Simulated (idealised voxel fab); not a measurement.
The name of this process module is voxel transistor to metal.
Section cut is 210 nm wide and gridded with 5 nm square cells.
Notation: cross-section as square-cell grid; stated in bands, top first, going down; one or more cell rows per band. Look at the band entry: it leads with the top's height and the bottom's height in nm. Then it lists the materials left to right, with a width in nm for each. The word "all across" on a single material says that material fills the band edge to edge. The word "air" is empty space. Beneath 0, the wafer as received is one material, and that level is where height counting begins. The lowest band goes on downward without a bottom; it is written like "z 0 and below". Top row gets the first number, bottom row gets the second, and each row in between changes by the same step: that is how a band width like "30..40" works. Step note "nothing was modified" = no cross-section cell changed. Entry "Voids, fully enclosed". Content: empty spaces with no open connection to the top, size 8 cells or greater. Each: width x height at distance. Distance: from left edge. Unit: nm. Note: text after step settings on the step line = simulator remark on that step. "overlay nm", when on a step's line for a step with a mask, measures how far to the right of its planned place the mask lay; a negative measure means to the left.

[Listed below are the process steps as planned]
1 RECEIVE [material Si]
2 OXIDIZE [depth nm 5]
3 CONFORMAL_DEP [material SiN] [thk nm 15]
4 DIRECTIONAL_DEP [material aC] [thk nm 15]
5 PATTERN [tone cover] [mask id ACTIVE] [material resist] [width nm 125] [thk nm 30] [overlay nm 0]
6 DIRECTIONAL_ETCH [etch materials aC] [depth nm 15]
7 STRIP [etch materials resist]
8 DIRECTIONAL_ETCH [etch materials SiN] [depth nm 15]
9 DIRECTIONAL_ETCH [etch materials SiO2] [depth nm 5]
10 DIRECTIONAL_ETCH [etch materials Si] [depth nm 35]
11 STRIP [etch materials aC]
12 FILL_DEP [material SiO2] [thk nm 15]
13 CMP [height nm 15]
14 SELECTIVE_ETCH [etch materials SiO2] [depth nm 5]
15 STRIP [etch materials SiN]
16 SELECTIVE_ETCH [etch materials SiO2] [depth nm 5]
17 OXIDIZE [depth nm 5]
18 DIRECTIONAL_DEP [material polySi] [thk nm 20]
19 DIRECTIONAL_DEP [material SiCN] [thk nm 15]
20 PATTERN [tone cover] [mask id GATE] [material resist] [width nm 35] [thk nm 15] [overlay nm 0]
21 DIRECTIONAL_ETCH [etch materials SiCN] [depth nm 25]
22 DIRECTIONAL_ETCH [etch materials polySi] [depth nm 30]
23 STRIP [etch materials resist]
24 CONFORMAL_DEP [material SiN] [thk nm 10]
25 DIRECTIONAL_ETCH [etch materials SiN] [depth nm 10]
26 DIRECTIONAL_ETCH [etch materials SiO2] [depth nm 5]
27 DIRECTIONAL_ETCH [etch materials Si] [depth nm 10]
28 EPI [material SiGe] [thk nm 10]
29 FILL_DEP [material SiO2] [thk nm 10]
30 CMP [height nm 15]
31 STRIP [etch materials polySi]
32 SELECTIVE_ETCH [etch materials SiO2] [depth nm 5]
33 CONFORMAL_DEP [material HfO2] [thk nm 5]
34 CONFORMAL_DEP [material TiN] [thk nm 5]
35 FILL_DEP [material W] [thk nm 10]
36 CMP [height nm 10]
37 DIRECTIONAL_DEP [material SiO2] [thk nm 15]
38 PATTERN [tone open] [mask id CONTACT] [material resist] [width nm 15] [pitch nm 90] [thk nm 20] [overlay nm 0]
39 DIRECTIONAL_ETCH [etch materials SiO2] [depth nm 35]
40 STRIP [etch materials resist]
41 CONFORMAL_DEP [material TiN] [thk nm 5]
42 FILL_DEP [material Ru] [thk nm 10]
43 CMP [height nm 25]
44 DIRECTIONAL_DEP [material TiN] [thk nm 5]
45 DIRECTIONAL_DEP [material W] [thk nm 15]
46 PATTERN [tone cover] [mask id METAL_1] [material resist] [width nm 15] [pitch nm 90] [thk nm 15] [overlay nm 0]
47 DIRECTIONAL_ETCH [etch materials W] [depth nm 15]
48 DIRECTIONAL_ETCH [etch materials TiN] [depth nm 5]
49 STRIP [etch materials resist]
50 FILL_DEP [material lowk] [thk nm 5]
51 CMP [height nm 45]
52 CONFORMAL_DEP [material SiCN] [thk nm 5]
53 DIRECTIONAL_DEP [material SiO2] [thk nm 30]
54 DIRECTIONAL_DEP [material aC] [thk nm 15]
55 PATTERN [tone open] [mask id METAL_2] [material resist] [width nm 15] [pitch nm 90] [thk nm 30] [overlay nm 0]
56 DIRECTIONAL_ETCH [etch materials aC] [depth nm 15]
57 STRIP [etch materials resist]
58 DIRECTIONAL_ETCH [etch materials SiO2] [depth nm 15]
59 STRIP [etch materials aC]
60 PATTERN [tone open] [mask id METAL_2_HOLES] [material resist] [width nm 15] [pitch nm 90] [thk nm 20] [overlay nm 0]
61 DIRECTIONAL_ETCH [etch materials SiO2] [depth nm 15]
62 DIRECTIONAL_ETCH [etch materials SiCN] [depth nm 5]
63 STRIP [etch materials resist]
64 CONFORMAL_DEP [material TiN] [thk nm 5]
65 FILL_DEP [material Ru] [thk nm 10]
66 CMP [height nm 80]
67 CONFORMAL_DEP [material SiN] [thk nm 5]

[As-received state of the wafer in cross-section, equivalent to post-step 1]
> z 0 and below = Si all across
> Voids, fully enclosed: none

[Result of the module, cross-sectioned: start per above, plan per above, one error in how it was run]
> z 85 to 80 = SiN all across
> z 80 to 50 = SiO2 50 nm; TiN 5 nm; Ru 5 nm; TiN 5 nm; SiO2 75 nm; TiN 5 nm; Ru 5 nm; TiN 5 nm; SiO2 55 nm
> z 50 to 45 = SiCN 50 nm; TiN 15 nm; SiCN 75 nm; TiN 15 nm; SiCN 55 nm
> z 45 to 30 = lowk 50 nm; W 15 nm; lowk 75 nm; W 15 nm; lowk 55 nm
> z 30 to 25 = lowk 50 nm; TiN 15 nm; lowk 75 nm; TiN 15 nm; lowk 55 nm
> z 25 to 10 = SiO2 50 nm; TiN 5 nm; Ru 5 nm; TiN 5 nm; SiO2 75 nm; TiN 5 nm; Ru 5 nm; TiN 5 nm; SiO2 55 nm
> z 10 to 5 = SiO2 50 nm; TiN 5 nm; Ru 5 nm; TiN 5 nm; SiO2 10 nm; SiN 10 nm; SiCN 35 nm; SiN 10 nm; SiO2 10 nm; TiN 5 nm; Ru 5 nm; TiN 5 nm; SiO2 55 nm
> z 5 to 0 = SiO2 35 nm; SiN 10 nm; SiO2 5 nm; TiN 15 nm; SiO2 10 nm; SiN 10 nm; SiCN 35 nm; SiN 10 nm; SiO2 10 nm; TiN 15 nm; SiO2 5 nm; SiN 10 nm; SiO2 40 nm
> z 0 to -5 = SiO2 35 nm; SiN 10 nm; SiGe 10 nm; TiN 10 nm; SiGe 10 nm; SiN 10 nm; SiCN 35 nm; SiN 10 nm; SiGe 10 nm; TiN 10 nm; SiGe 10 nm; SiN 10 nm; SiO2 40 nm
> z -5 to -10 = SiO2 45 nm; SiGe 10 nm; TiN 10 nm; SiGe 10 nm; SiO2 55 nm; SiGe 10 nm; TiN 10 nm; SiGe 10 nm; SiO2 50 nm
> z -10 to -20 = SiO2 40 nm; Si 5 nm; SiGe 30 nm; Si 55 nm; SiGe 30 nm; Si 5 nm; SiO2 45 nm
> z -20 to -40 = SiO2 40 nm; Si 125 nm; SiO2 45 nm
> z -40 and below = Si all across
> Voids, fully enclosed: none
The mistake made against the process plan was this: the plan's step 18 went unexecuted, having been skipped
